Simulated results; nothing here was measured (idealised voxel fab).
The name of this process module is voxel lift off.
Section shown: cut. Width: 250 nm. Cell size: 5 nm, square.
Throughout this document, each cross-section is represented as a grid of square cells and is presented as a sequence of bands enumerated from the top downward, where a band comprises one or more rows of cells.
Within each band entry, the heights of the top and of the bottom of the band appear first, in that order and in nm; the materials of the band then follow from left to right, each with its corresponding width in nm. The designation "everywhere" on a single material indicates that it fills the band from edge to edge; the designation "air" indicates empty space.
Below 0: as-received wafer, all one material; heights counted from there. Lowest band: no bottom, goes on down, written "0 nm and below".
Think of "30 to 40" as a width that walks from the first number to the second as you go down the band, top row to bottom row, taking equal-sized steps from row to row.
"all unchanged" -> step changed no cross-section cell.
In "Sealed internal cavities" the enclosed voids are listed, meaning empty spaces of 8 cells or larger without any opening to the top. The form is width x height at distance, distance from the left edge, units nm.
Note: text after step settings on the step line = simulator remark on that step.
What "overlay nm" on a step's line means: if the step has a mask, that mask lay this far to the right of its planned place, or, when the value is negative, to the left.

[Below is the list of planned process steps]
step 1: RECEIVE | material Si
step 2: CONFORMAL_DEP | material SiO2 | thk nm 5
step 3: PATTERN | tone open | mask id LINES | material resist | width nm 30 | pitch nm 55 | thk nm 30 | overlay nm 0
step 4: DIRECTIONAL_DEP | material Ru | thk nm 15
step 5: STRIP | etch materials resist
step 6: CONFORMAL_DEP | material SiO2 | thk nm 10
Variable across wafers: step 2 thk nm (plan value is that of the first wafer; starting state common to all).

[Received wafers, first of several: cross-section after step 1]
0 nm and below | Si everywhere
Sealed internal cavities: none

[Wafer rows, end of module: cells per material gained (+) or lost (-) since receipt; closed voids last]
thk nm 5, +36 Ru, +174 SiO2, Sealed internal cavities: none
thk nm 10, +36 Ru, +224 SiO2, Sealed internal cavities: none
thk nm 15, +36 Ru, +274 SiO2, Sealed internal cavities: none
thk nm 20, +36 Ru, +324 SiO2, Sealed internal cavities: none
thk nm 25, +36 Ru, +374 SiO2, Sealed internal cavities: none
thk nm 30, +36 Ru, +424 SiO2, Sealed internal cavities: none
